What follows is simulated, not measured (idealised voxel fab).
process module | voxel self aligned contacts
Section shown: cut. Width: 290 nm. Cell size: 5 nm, square.
Reading order for cross-sections: top band down to bottom band. Underlying form: a grid of square cells. Band size: one or more rows of cells. Look at the band entry: it leads with the top's height and the bottom's height in nm. Then it lists the materials left to right, with a width in nm for each. The word "everywhere" on a single material says that material fills the band edge to edge. The word "air" is empty space. For the purposes of this specification, 0 denotes the height below which the wafer in its as-received condition is composed wholly of one material, and the lowermost band, lacking a lower limit, extends downward without end, as expressed in "0 -> down". The width entry "30..40" should be interpreted row by row: the top row of cells in the band takes the first number, the bottom row takes the second number, and the change between adjacent rows is uniform throughout. "nothing was modified" for a step: no cell of the cross-section changed in that step. Closed empty spaces (no open way to the top) of 8 cells or more are what "Sealed voids" lists, each as width x height at distance from the left edge, nm for all three. That trailing text on a step's line, after the settings, is the simulator's own remark on the step. overlay nm: mask offset rightward from planned place, masked step; negative means leftward offset.

**Below is the list of planned process steps**
1 RECEIVE | material Si
2 OXIDIZE | depth nm 5
3 DIRECTIONAL_DEP | material polySi | thk nm 25
4 DIRECTIONAL_DEP | material SiN | thk nm 20
5 DIRECTIONAL_DEP | material aC | thk nm 10
6 PATTERN | tone cover | mask id GATE | material resist | width nm 25 | pitch nm 60 | thk nm 25 | overlay nm 0
7 DIRECTIONAL_ETCH | etch materials aC | depth nm 10
8 STRIP | etch materials resist
9 DIRECTIONAL_ETCH | etch materials SiN | depth nm 20
10 DIRECTIONAL_ETCH | etch materials polySi | depth nm 25
11 STRIP | etch materials aC
12 CONFORMAL_DEP | material SiN | thk nm 10
13 DIRECTIONAL_ETCH | etch materials SiN | depth nm 10
14 FILL_DEP | material SiO2 | thk nm 20
15 CMP | height nm 55
16 MASKED_ETCH | tone open | mask id CONTACT | width nm 45 | etch materials SiO2 | depth nm 60 | overlay nm 0
17 CONFORMAL_DEP | material TiN | thk nm 5
18 FILL_DEP | material Ru | thk nm 10
19 CMP | height nm 55
20 CONFORMAL_DEP | material SiN | thk nm 5

**The first wafer of two, processed as planned**

**This is the cross-section of the wafer as we received it, i.e. after step 1**
> 0 -> down | Si everywhere
> Sealed voids: none

**Step 2 complete: cross-section through the wafer**
> 0 -> -5 | SiO2 everywhere
> Below -5 it's all the same as before, nothing changed down there.

**Step 3 complete: cross-section through the wafer**
> 25 -> 0 | polySi everywhere
> Below 0 it's all the same as before, nothing changed down there.

**Step 4 complete: cross-section through the wafer**
> 45 -> 25 | SiN everywhere
> Below 25 it's all the same as before, nothing changed down there.

**Step 5 complete: cross-section through the wafer**
> 55 -> 45 | aC everywhere
> Below 45 it's all the same as before, nothing changed down there.

**Step 6 complete: cross-section through the wafer**
> 80 -> 55 | 100 air; 25 resist; 35 air; 25 resist; 105 air
> Below 55 it's all the same as before, nothing changed down there.

**Step 7 complete: cross-section through the wafer**
> 70 -> 55 | 100 air; 25 resist; 35 air; 25 resist; 105 air
> 55 -> 45 | 100 air; 25 aC; 35 air; 25 aC; 105 air
> Below 45 it's all the same as before, nothing changed down there.

**Step 8 complete: cross-section through the wafer**
> 55 -> 45 | 100 air; 25 aC; 35 air; 25 aC; 105 air
> Below 45 it's all the same as before, nothing changed down there.

**Step 9 complete: cross-section through the wafer**
> 55 -> 45 | 100 air; 25 aC; 35 air; 25 aC; 105 air
> 45 -> 25 | 100 air; 25 SiN; 35 air; 25 SiN; 105 air
> Below 25 it's all the same as before, nothing changed down there.

**Step 10 complete: cross-section through the wafer**
> 55 -> 45 | 100 air; 25 aC; 35 air; 25 aC; 105 air
> 45 -> 25 | 100 air; 25 SiN; 35 air; 25 SiN; 105 air
> 25 -> 0 | 100 air; 25 polySi; 35 air; 25 polySi; 105 air
> Below 0 it's all the same as before, nothing changed down there.

**Step 11 complete: cross-section through the wafer**
> 45 -> 25 | 100 air; 25 SiN; 35 air; 25 SiN; 105 air
> Below 25 it's all the same as before, nothing changed down there.

**Step 12 complete: cross-section through the wafer**
> 55 -> 25 | 90 air; 45 SiN; 15 air; 45 SiN; 95 air
> 25 -> 10 | 90 air; 10 SiN; 25 polySi; 10 SiN; 15 air; 10 SiN; 25 polySi; 10 SiN; 95 air
> 10 -> 0 | 100 SiN; 25 polySi; 35 SiN; 25 polySi; 105 SiN
> Below 0 it's all the same as before, nothing changed down there.

**Step 13 complete: cross-section through the wafer**
> 45 -> 25 | 90 air; 45 SiN; 15 air; 45 SiN; 95 air
> 25 -> 0 | 90 air; 10 SiN; 25 polySi; 10 SiN; 15 air; 10 SiN; 25 polySi; 10 SiN; 95 air
> Below 0 it's all the same as before, nothing changed down there.

**Step 14 complete: cross-section through the wafer**
> 65 -> 45 | SiO2 everywhere
> 45 -> 25 | 90 SiO2; 45 SiN; 15 SiO2; 45 SiN; 95 SiO2
> 25 -> 0 | 90 SiO2; 10 SiN; 25 polySi; 10 SiN; 15 SiO2; 10 SiN; 25 polySi; 10 SiN; 95 SiO2
> Below 0 it's all the same as before, nothing changed down there.

**Step 15 complete: cross-section through the wafer**
> 55 -> 45 | SiO2 everywhere
> Below 45 it's all the same as before, nothing changed down there.

**Step 16 complete: cross-section through the wafer**
> 55 -> 45 | 120 SiO2; 45 air; 125 SiO2
> 45 -> 25 | 90 SiO2; 45 SiN; 15 air; 45 SiN; 95 SiO2
> 25 -> 0 | 90 SiO2; 10 SiN; 25 polySi; 10 SiN; 15 air; 10 SiN; 25 polySi; 10 SiN; 95 SiO2
> 0 -> -5 | 135 SiO2; 15 air; 140 SiO2
> Below -5 it's all the same as before, nothing changed down there.

**Step 17 complete: cross-section through the wafer**
> 60 -> 55 | 125 TiN; 35 air; 130 TiN
> 55 -> 45 | 120 SiO2; 5..20 TiN; 35..5 air; 5..20 TiN; 125 SiO2
> 45 -> 25 | 90 SiO2; 45 SiN; 5 TiN; 5 air; 5 TiN; 45 SiN; 95 SiO2
> 25 -> 0 | 90 SiO2; 10 SiN; 25 polySi; 10 SiN; 5 TiN; 5 air; 5 TiN; 10 SiN; 25 polySi; 10 SiN; 95 SiO2
> 0 -> -5 | 135 SiO2; 15 TiN; 140 SiO2
> Below -5 it's all the same as before, nothing changed down there.

**Step 18 complete: cross-section through the wafer**
> 70 -> 60 | Ru everywhere
> 60 -> 55 | 125 TiN; 35 Ru; 130 TiN
> 55 -> 45 | 120 SiO2; 5..20 TiN; 35..5 Ru; 5..20 TiN; 125 SiO2
> 45 -> 25 | 90 SiO2; 45 SiN; 5 TiN; 5 Ru; 5 TiN; 45 SiN; 95 SiO2
> 25 -> 0 | 90 SiO2; 10 SiN; 25 polySi; 10 SiN; 5 TiN; 5 Ru; 5 TiN; 10 SiN; 25 polySi; 10 SiN; 95 SiO2
> Below 0 it's all the same as before, nothing changed down there.

**Step 19 complete: cross-section through the wafer**
> 55 -> 45 | 120 SiO2; 5..20 TiN; 35..5 Ru; 5..20 TiN; 125 SiO2
> Below 45 it's all the same as before, nothing changed down there.

**Step 20 complete: cross-section through the wafer**
> 60 -> 55 | SiN everywhere
> Below 55 it's all the same as before, nothing changed down there.

**Wafer two. Same start, same plan, one slip in execution. Same as wafer one through step 2, inclusive**

**Here is the second wafer in cross-section at the point where step 3 of the plan should have been done**
> 50 -> 0 | polySi everywhere
> Below 0 it's all the same as before, nothing changed down there.

**Here is the second wafer in cross-section at the point where step 4 of the plan should have been done**
> 70 -> 50 | SiN everywhere
> Below 50 it's all the same as before, nothing changed down there.

**Here is the second wafer in cross-section at the point where step 5 of the plan should have been done**
> 80 -> 70 | aC everywhere
> Below 70 it's all the same as before, nothing changed down there.

**Here is the second wafer in cross-section at the point where step 6 of the plan should have been done**
> 105 -> 80 | 100 air; 25 resist; 35 air; 25 resist; 105 air
> Below 80 it's all the same as before, nothing changed down there.

**Here is the second wafer in cross-section at the point where step 7 of the plan should have been done**
> 95 -> 80 | 100 air; 25 resist; 35 air; 25 resist; 105 air
> 80 -> 70 | 100 air; 25 aC; 35 air; 25 aC; 105 air
> Below 70 it's all the same as before, nothing changed down there.

**Here is the second wafer in cross-section at the point where step 8 of the plan should have been done**
> 80 -> 70 | 100 air; 25 aC; 35 air; 25 aC; 105 air
> Below 70 it's all the same as before, nothing changed down there.

**Here is the second wafer in cross-section at the point where step 9 of the plan should have been done**
> 80 -> 70 | 100 air; 25 aC; 35 air; 25 aC; 105 air
> 70 -> 50 | 100 air; 25 SiN; 35 air; 25 SiN; 105 air
> Below 50 it's all the same as before, nothing changed down there.

**Here is the second wafer in cross-section at the point where step 10 of the plan should have been done**
> 80 -> 70 | 100 air; 25 aC; 35 air; 25 aC; 105 air
> 70 -> 50 | 100 air; 25 SiN; 35 air; 25 SiN; 105 air
> 50 -> 25 | 100 air; 25 polySi; 35 air; 25 polySi; 105 air
> Below 25 it's all the same as before, nothing changed down there.

**Here is the second wafer in cross-section at the point where step 11 of the plan should have been done**
> 70 -> 50 | 100 air; 25 SiN; 35 air; 25 SiN; 105 air
> Below 50 it's all the same as before, nothing changed down there.

**Here is the second wafer in cross-section at the point where step 12 of the plan should have been done**
> 80 -> 50 | 90 air; 45 SiN; 15 air; 45 SiN; 95 air
> 50 -> 35 | 90 air; 10 SiN; 25 polySi; 10 SiN; 15 air; 10 SiN; 25 polySi; 10 SiN; 95 air
> 35 -> 25 | 100 SiN; 25 polySi; 35 SiN; 25 polySi; 105 SiN
> Below 25 it's all the same as before, nothing changed down there.

**Here is the second wafer in cross-section at the point where step 13 of the plan should have been done**
> 70 -> 50 | 90 air; 45 SiN; 15 air; 45 SiN; 95 air
> 50 -> 25 | 90 air; 10 SiN; 25 polySi; 10 SiN; 15 air; 10 SiN; 25 polySi; 10 SiN; 95 air
> Below 25 it's all the same as before, nothing changed down there.

**Here is the second wafer in cross-section at the point where step 14 of the plan should have been done**
> 90 -> 70 | SiO2 everywhere
> 70 -> 50 | 90 SiO2; 45 SiN; 15 SiO2; 45 SiN; 95 SiO2
> 50 -> 25 | 90 SiO2; 10 SiN; 25 polySi; 10 SiN; 15 SiO2; 10 SiN; 25 polySi; 10 SiN; 95 SiO2
> Below 25 it's all the same as before, nothing changed down there.

**Here is the second wafer in cross-section at the point where step 15 of the plan should have been done**
> 55 -> 50 | 90 SiO2; 45 SiN; 15 SiO2; 45 SiN; 95 SiO2
> Below 50 it's all the same as before, nothing changed down there.

**Here is the second wafer in cross-section at the point where step 16 of the plan should have been done**
> 55 -> 50 | 90 SiO2; 45 SiN; 15 air; 45 SiN; 95 SiO2
> 50 -> 25 | 90 SiO2; 10 SiN; 25 polySi; 10 SiN; 15 air; 10 SiN; 25 polySi; 10 SiN; 95 SiO2
> Below 25 it's all the same as before, nothing changed down there.

**Here is the second wafer in cross-section at the point where step 17 of the plan should have been done**
> 60 -> 55 | 140 TiN; 5 air; 145 TiN
> 55 -> 50 | 90 SiO2; 45 SiN; 5 TiN; 5 air; 5 TiN; 45 SiN; 95 SiO2
> 50 -> 30 | 90 SiO2; 10 SiN; 25 polySi; 10 SiN; 5 TiN; 5 air; 5 TiN; 10 SiN; 25 polySi; 10 SiN; 95 SiO2
> 30 -> 25 | 90 SiO2; 10 SiN; 25 polySi; 10 SiN; 15 TiN; 10 SiN; 25 polySi; 10 SiN; 95 SiO2
> Below 25 it's all the same as before, nothing changed down there.

**Here is the second wafer in cross-section at the point where step 18 of the plan should have been done**
> 70 -> 60 | Ru everywhere
> 60 -> 55 | 140 TiN; 5 Ru; 145 TiN
> 55 -> 50 | 90 SiO2; 45 SiN; 5 TiN; 5 Ru; 5 TiN; 45 SiN; 95 SiO2
> 50 -> 30 | 90 SiO2; 10 SiN; 25 polySi; 10 SiN; 5 TiN; 5 Ru; 5 TiN; 10 SiN; 25 polySi; 10 SiN; 95 SiO2
> Below 30 it's all the same as before, nothing changed down there.

**Here is the second wafer in cross-section at the point where step 19 of the plan should have been done**
> 55 -> 50 | 90 SiO2; 45 SiN; 5 TiN; 5 Ru; 5 TiN; 45 SiN; 95 SiO2
> Below 50 it's all the same as before, nothing changed down there.

**Here is the second wafer in cross-section at the point where step 20 of the plan should have been done**
> 60 -> 55 | SiN everywhere
> Below 55 it's all the same as before, nothing changed down there.
Which mistake was made when the wafer was run? plan step 3 was twice executed
Once processing is complete, comparing cell counts shows that the second wafer has more or fewer of certain materials than the first: -12 Ru; -54 SiN; -206 SiO2; -18 TiN; +290 polySi
